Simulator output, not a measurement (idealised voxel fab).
Process module name: voxel ribs on slabs
Displayed cross-section: cut, width of 245 nm, square cells sized 5 nm.
Square cells in a grid make up a cross-section in this document, and the grid is given as bands, listed from the top down, each one or more rows of cells.
This entry defines a band. It first specifies the height of the band's top and the height of its bottom in nm, and then specifies the band's materials from left to right, stating each material with its width in nm. The word "everywhere" identifies a single material that fills the band from edge to edge, while the word "empty" identifies empty space.
Counting heights begins at 0, where everything beneath is, in the wafer as received, one material. The lowest band has no bottom; it goes on downwards, as "0 -> down" shows.
Note: "30->40" means the width goes from the first number (top row of the band) to the second number (bottom row) in equal steps per row of cells.
Basically "nothing got changed" means that step didn't change any cell in the cross-section.
Entry "Closed voids list" = empty spaces >= 8 cells with no open way to the top; each as width x height at distance, distance from left edge, all nm.
Where a step's line continues beyond its settings, the continuation is a remark by the simulator itself on that step.
overlay nm: mask right of planned place by this much (step with mask). Neg. = left.
The steps planned for the process are as follows:
1: RECEIVE (material Si)
2: DIRECTIONAL_DEP (material SiO2; thk nm 20)
3: DIRECTIONAL_DEP (material polySi; thk nm 25)
4: MASKED_ETCH (tone cover; mask id RIB; width nm 30; etch materials polySi; depth nm 5; overlay nm 0)
5: DIRECTIONAL_DEP (material aC; thk nm 15)
6: PATTERN (tone cover; mask id SLAB; material resist; width nm 70; thk nm 30; overlay nm 0)
7: DIRECTIONAL_ETCH (etch materials aC; depth nm 15)
8: STRIP (etch materials resist)
9: DIRECTIONAL_ETCH (etch materials polySi; depth nm 20)
10: STRIP (etch materials aC)
11: FILL_DEP (material SiO2; thk nm 25)
12: CMP (height nm 65)
13: DIRECTIONAL_DEP (material W; thk nm 10)
14: PATTERN (tone cover; mask id HEATER; material resist; width nm 40; thk nm 15; overlay nm 0)
15: DIRECTIONAL_ETCH (etch materials W; depth nm 10)
16: STRIP (etch materials resist)
17: CONFORMAL_DEP (material SiO2; thk nm 10)
Wafer cross-section on receipt, i.e. after step 1:
> 0 -> down | Si everywhere
> Closed voids list: none
Starting wafer: above. Plan: above. Run: one mistake. Cross-section after the module: below:
> 85 -> 75 | empty (90); SiO2 (60); empty (95)
> 75 -> 65 | SiO2 (100); W (40); SiO2 (105)
> 65 -> 25 | SiO2 everywhere
> 25 -> 0 | polySi everywhere
> 0 -> down | Si everywhere
> Closed voids list: none
Misprocessing identified: note: step 2 <-> step 3, run order reversed vs plan
